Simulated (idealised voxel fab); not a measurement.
The following is a process module called voxel wiring stack.
We display cut, a cross-section 200 nm in width whose square cells are each 5 nm.
Think of the cross-section as a grid of square cells. We describe it in bands, top to bottom, and each band covers one or more rows of those cells.
Look at the band entry: it leads with the top's height and the bottom's height in nm. Then it lists the materials left to right, with a width in nm for each. The word "all across" on a single material says that material fills the band edge to edge. The word "empty" is empty space.
It should be noted that heights are counted from 0, beneath which the wafer as supplied is of one material throughout, and that the lowest band possesses no lower boundary but continues downward, as written in "top 0, no bottom".
When a width is written as two numbers, as in "30->40", the first number is the width in the top row of cells of the band and the second is the width in its bottom row, and the width changes by the same amount from each row to the next.
When a step is marked "nothing altered", none of the cells in the cross-section changed during that step.
What "Completely enclosed voids" gives you is every empty space of 8 cells or more that is cut off from the top. Each appears as width x height at distance, with the distance taken from the left edge and width, height and distance all in nm.
Step line, after settings: the simulator's comment on this step.
Steps that use a mask can have "overlay nm" on their line. It says how far the mask sat to the right of where it was meant to be. Negative means to the left.

List of planned process steps:
1: RECEIVE (material Si)
2: CONFORMAL_DEP (material SiO2; thk nm 15)
3: DIRECTIONAL_DEP (material TiN; thk nm 5)
4: DIRECTIONAL_DEP (material Ru; thk nm 15)
5: MASKED_ETCH (tone cover; mask id METAL_1; width nm 30; pitch nm 60; etch materials Ru; depth nm 15; overlay nm -15)
6: MASKED_ETCH (tone cover; mask id METAL_1; width nm 30; pitch nm 60; etch materials TiN; depth nm 5; overlay nm 0)
7: FILL_DEP (material lowk; thk nm 5)
8: CMP (height nm 35)
9: CONFORMAL_DEP (material SiCN; thk nm 5)
10: DIRECTIONAL_DEP (material lowk; thk nm 20)
11: PATTERN (tone open; mask id PLUG_1; material resist; width nm 15; pitch nm 60; thk nm 15; overlay nm 0)
12: DIRECTIONAL_ETCH (etch materials lowk; depth nm 20)
13: DIRECTIONAL_ETCH (etch materials SiCN; depth nm 5)
14: STRIP (etch materials resist)
15: CONFORMAL_DEP (material TiN; thk nm 5)
16: FILL_DEP (material Cu; thk nm 5)
17: CMP (height nm 60)
18: DIRECTIONAL_DEP (material TiN; thk nm 5)
19: DIRECTIONAL_DEP (material W; thk nm 15)
20: PATTERN (tone cover; mask id METAL_2; material resist; width nm 30; pitch nm 60; thk nm 20; overlay nm 0)
21: DIRECTIONAL_ETCH (etch materials W; depth nm 15)
22: DIRECTIONAL_ETCH (etch materials TiN; depth nm 5)
23: STRIP (etch materials resist)
24: CONFORMAL_DEP (material SiCN; thk nm 5)
25: FILL_DEP (material lowk; thk nm 10)
26: CMP (height nm 80)
27: CONFORMAL_DEP (material SiCN; thk nm 5)
28: DIRECTIONAL_DEP (material SiO2; thk nm 20)
29: MASKED_ETCH (tone open; mask id PLUG_2; width nm 15; pitch nm 60; etch materials SiO2; depth nm 20; overlay nm 0)
30: MASKED_ETCH (tone open; mask id PLUG_2; width nm 15; pitch nm 60; etch materials SiCN; depth nm 5; overlay nm 0)
31: EPI (material Ru; thk nm 10)
32: EPI (material Ru; thk nm 10)
33: EPI (material Ru; thk nm 5)
34: DIRECTIONAL_DEP (material TiN; thk nm 5)
35: DIRECTIONAL_DEP (material W; thk nm 25)
36: MASKED_ETCH (tone cover; mask id METAL_3; width nm 30; pitch nm 60; etch materials W; depth nm 25; overlay nm 0)
37: MASKED_ETCH (tone cover; mask id METAL_3; width nm 30; pitch nm 60; etch materials TiN; depth nm 5; overlay nm 0)
38: CONFORMAL_DEP (material SiN; thk nm 5)
39: FILL_DEP (material lowk; thk nm 10)
40: CMP (height nm 135)
41: CONFORMAL_DEP (material SiN; thk nm 5)
Be aware that, although all wafers share a common starting state, the overlay nm at step 5 differs among them, and the plan displays the first wafer's value.

After step 1, as received: first of several wafers, cross-section:
top 0, no bottom  Si all across
Completely enclosed voids: none

Heads up, this table goes wafer by wafer. A row tells you, at the end of the module, how many cells of each material that wafer has put on (+) or dropped (-) since it was received, and then its closed voids:
overlay nm -15; +8 Cu; +66 Ru; +108 SiCN; +88 SiN; +256 SiO2; +64 TiN; +96 W; +434 lowk; Completely enclosed voids: none
overlay nm -10; +8 Cu; +66 Ru; +108 SiCN; +88 SiN; +256 SiO2; +62 TiN; +96 W; +436 lowk; Completely enclosed voids: none
overlay nm -5; +8 Cu; +66 Ru; +108 SiCN; +88 SiN; +256 SiO2; +60 TiN; +96 W; +438 lowk; Completely enclosed voids: none
overlay nm 0; +8 Cu; +66 Ru; +108 SiCN; +88 SiN; +256 SiO2; +58 TiN; +96 W; +440 lowk; Completely enclosed voids: none
overlay nm 5; +8 Cu; +66 Ru; +108 SiCN; +88 SiN; +256 SiO2; +60 TiN; +96 W; +438 lowk; Completely enclosed voids: none
overlay nm 10; +8 Cu; +66 Ru; +108 SiCN; +88 SiN; +256 SiO2; +62 TiN; +96 W; +436 lowk; Completely enclosed voids: none
overlay nm 15; +8 Cu; +66 Ru; +108 SiCN; +88 SiN; +256 SiO2; +64 TiN; +96 W; +434 lowk; Completely enclosed voids: none
